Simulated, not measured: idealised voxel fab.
process module | voxel spacer lines
cross-section cut | 220 nm wide | cells 5 nm
A cross-section is a grid of square cells, given in bands from the top down. A band is one or more rows of cells.
Each band's line starts with the height of the band's top and of its bottom, in nm. Then come its materials from left to right, each with its width in nm. One material with "throughout" fills the band from edge to edge. "air" is empty space.
Height 0 is the level under which the wafer as received is all one material. The lowest band goes on downwards, as in "0 down".
A width such as "30 to 40" changes by the same amount from each row of cells to the next, from the band's top row to its bottom row.
"no change" after a step means that no cell of the cross-section changed.
closed voids: empty space of 8 cells or more with no open way to the top, each as width x height at its distance from the left edge, in nm
after a step's settings: what the simulator itself notes on the step
overlay nm, on a step with a mask: how far to the right of its planned place the mask lay; to the left if negative
plan
1 op RECEIVE | material Si
2 op CONFORMAL_DEP | material Al2O3 | thk nm 10
3 op DIRECTIONAL_DEP | material TiN | thk nm 15
4 op DIRECTIONAL_DEP | material aC | thk nm 30
5 op PATTERN | tone cover | mask id MANDREL | material resist | width nm 25 | pitch nm 80 | thk nm 40 | overlay nm 0
6 op DIRECTIONAL_ETCH | etch materials aC | depth nm 30
7 op STRIP | etch materials resist
8 op CONFORMAL_DEP | material SiN | thk nm 15
9 op DIRECTIONAL_ETCH | etch materials SiN | depth nm 15
10 op STRIP | etch materials aC
11 op DIRECTIONAL_ETCH | etch materials TiN | depth nm 15
12 op STRIP | etch materials SiN
13 op FILL_DEP | material SiO2 | thk nm 10
14 op CMP | height nm 25
as received, after step 1
  0 down: Si throughout
  closed voids: none
a wafer at the end: this start, this plan, one mistake
  25 to 20: SiO2 throughout
  20 to 10: TiN 15 | SiO2 25 | TiN 15 | SiO2 25 | TiN 15 | SiO2 25 | TiN 15 | SiO2 25 | TiN 15 | SiO2 25 | TiN 15 | SiO2 5
  10 to 0: Al2O3 throughout
  0 down: Si throughout
  closed voids: none
what went wrong: step 3 ran as: op DIRECTIONAL_DEP | material TiN | thk nm 10
